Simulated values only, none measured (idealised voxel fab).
The document below concerns the process module designated voxel air gaps.
Section shown: cut. Width: 295 nm. Cell size: 5 nm, square.
In this document a cross-section is written as a grid of square cells. It is given as a series of bands, listed from the top down, and a band is one or more rows of cells. The band entry comprises the height of the band's top followed by the height of its bottom, expressed in nm, and subsequently the band's materials from left to right, each stated together with its width in nm. Where a single material is marked with the word "full width", that material fills the band from edge to edge. The word "air" represents empty space. Convention: height 0 is the level below which the wafer, as received, is all one material. The lowest band does not terminate at the bottom but continues downward, represented as "0..down". Read "30..40" as a graded width: first number on top, second number at the bottom, same change between each pair of neighbouring rows. Where the words "same as before" appear for a step, the cross-section shows no cell changed by that step; every cell remained as before. Entry "Closed empty spaces" = empty spaces >= 8 cells with no open way to the top; each as width x height at distance, distance from left edge, all nm. after a step's settings: what the simulator itself notes on the step. overlay nm: where the mask lay relative to plan, measured to the right, on steps with a mask; negatives go left.
-- plan
| 1 | RECEIVE (material Si) |
| 2 | CONFORMAL_DEP (material SiO2; thk nm 15) |
| 3 | CONFORMAL_DEP (material SiCN; thk nm 5) |
| 4 | DIRECTIONAL_DEP (material SiO2; thk nm 40) |
| 5 | DIRECTIONAL_DEP (material aC; thk nm 10) |
| 6 | PATTERN (tone open; mask id LINES; material resist; width nm 15; pitch nm 45; thk nm 30; overlay nm 0) |
| 7 | DIRECTIONAL_ETCH (etch materials aC; depth nm 10) |
| 8 | STRIP (etch materials resist) |
| 9 | DIRECTIONAL_ETCH (etch materials SiO2; depth nm 40) |
| 10 | STRIP (etch materials aC) |
| 11 | CONFORMAL_DEP (material TiN; thk nm 5) |
| 12 | FILL_DEP (material W; thk nm 5) |
| 13 | CMP (height nm 60) |
| 14 | EPI (material Ru; thk nm 10) |
| 15 | SELECTIVE_ETCH (etch materials SiO2; depth nm 50) |
| 16 | CONFORMAL_DEP (material SiCN; thk nm 5) |
-- So this is the incoming wafer in cross-section - it's already been through step 1
* 0..down  Si full width
* Closed empty spaces: none
-- Wafer at module end, in section. Began as above, planned as above, run with one mistake
* 75..70  80 nm air, then 135 nm SiCN, then 80 nm air
* 70..60  80 nm air, then 5 nm SiCN, then 35 nm Ru, then 10 nm SiCN, then 35 nm Ru, then 10 nm SiCN, then 35 nm Ru, then 5 nm SiCN, then 80 nm air
* 60..55  80 nm air, then 15 nm SiCN, then 5 nm TiN, then 5 nm aC, then 5 nm TiN, then 30 nm SiCN, then 5 nm TiN, then 5 nm aC, then 5 nm TiN, then 30 nm SiCN, then 5 nm TiN, then 5 nm aC, then 5 nm TiN, then 15 nm SiCN, then 80 nm air
* 55..25  90 nm air, then 5 nm SiCN, then 5 nm TiN, then 5 nm aC, then 5 nm TiN, then 5 nm SiCN, then 20 nm air, then 5 nm SiCN, then 5 nm TiN, then 5 nm aC, then 5 nm TiN, then 5 nm SiCN, then 20 nm air, then 5 nm SiCN, then 5 nm TiN, then 5 nm aC, then 5 nm TiN, then 5 nm SiCN, then 90 nm air
* 25..20  95 nm SiCN, then 15 nm TiN, then 30 nm SiCN, then 15 nm TiN, then 30 nm SiCN, then 15 nm TiN, then 95 nm SiCN
* 20..15  SiCN full width
* 15..0  SiO2 full width
* 0..down  Si full width
* Closed empty spaces: 20 x 30 at 115; 20 x 30 at 160
Error vs. plan: step 12 went in with a setting other than planned; the actual run was FILL_DEP (material aC; thk nm 5)
